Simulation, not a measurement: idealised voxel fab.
Name of the process module below: voxel trench capacitor
Section cut is 255 nm wide and gridded with 5 nm square cells.
Each cross-section below is a grid of square cells, stated as bands in top-down order, with one or more rows of cells making up each band. In this notation a band is specified by the heights of its top and bottom, in that order and in nm, after which its materials appear from left to right, each paired with its width in nm. The word "throughout" attached to a single material means that material fills the band from edge to edge; the word "empty" stands for empty space. Height datum 0, below which the as-received substrate wafer is one material. Lowest band open at the bottom, running downward: "0 and below". Think of "30 to 40" as a width that walks from the first number to the second as you go down the band, top row to bottom row, taking equal-sized steps from row to row. "everything unchanged" -> step changed no cross-section cell. Entry "Completely sealed voids". Content: empty spaces with no open connection to the top, size 8 cells or greater. Each: width x height at distance. Distance: from left edge. Unit: nm. Text after the settings on a step's line: the simulator's own remark on that step. For masked steps, "overlay nm" on the step line gives how far right of plan the mask actually lay; a minus sign means it lay to the left.

**Planned step list for the process**
1) RECEIVE | material Si
2) CONFORMAL_DEP | material SiN | thk nm 10
3) MASKED_ETCH | tone open | mask id TRENCH | width nm 25 | pitch nm 45 | etch materials SiN | depth nm 10 | overlay nm -15
4) MASKED_ETCH | tone open | mask id TRENCH | width nm 25 | pitch nm 45 | etch materials Si | depth nm 25 | overlay nm 0
5) CONFORMAL_DEP | material Al2O3 | thk nm 5
6) CONFORMAL_DEP | material TiN | thk nm 5
7) FILL_DEP | material W | thk nm 5
8) CMP | height nm 10
Heads up: all these wafers start the same, and what changes between them is the overlay nm in step 3. The value you see in the plan is just what the first wafer got.

**So this is the first of several wafers, cross-sectioned as it came to us, meaning it's at the end of step 1**
  0 and below | Si throughout
  Completely sealed voids: none

**Tabulated below, wafer by wafer, are the end-of-module results: for each material, the number of cells gained (+) or lost (-) relative to the as-received state, followed by the closed voids**
overlay nm -15 | +68 Al2O3 | -40 Si | +62 SiN | +12 TiN | Completely sealed voids: none
overlay nm -10 | +68 Al2O3 | -60 Si | +62 SiN | +32 TiN | Completely sealed voids: none
overlay nm -5 | +68 Al2O3 | -80 Si | +62 SiN | +52 TiN | Completely sealed voids: none
overlay nm 0 | +68 Al2O3 | -100 Si | +62 SiN | +52 TiN | +20 W | Completely sealed voids: none
overlay nm 5 | +68 Al2O3 | -80 Si | +62 SiN | +52 TiN | Completely sealed voids: none
overlay nm 10 | +68 Al2O3 | -60 Si | +62 SiN | +32 TiN | Completely sealed voids: none
overlay nm 15 | +68 Al2O3 | -40 Si | +62 SiN | +12 TiN | Completely sealed voids: none
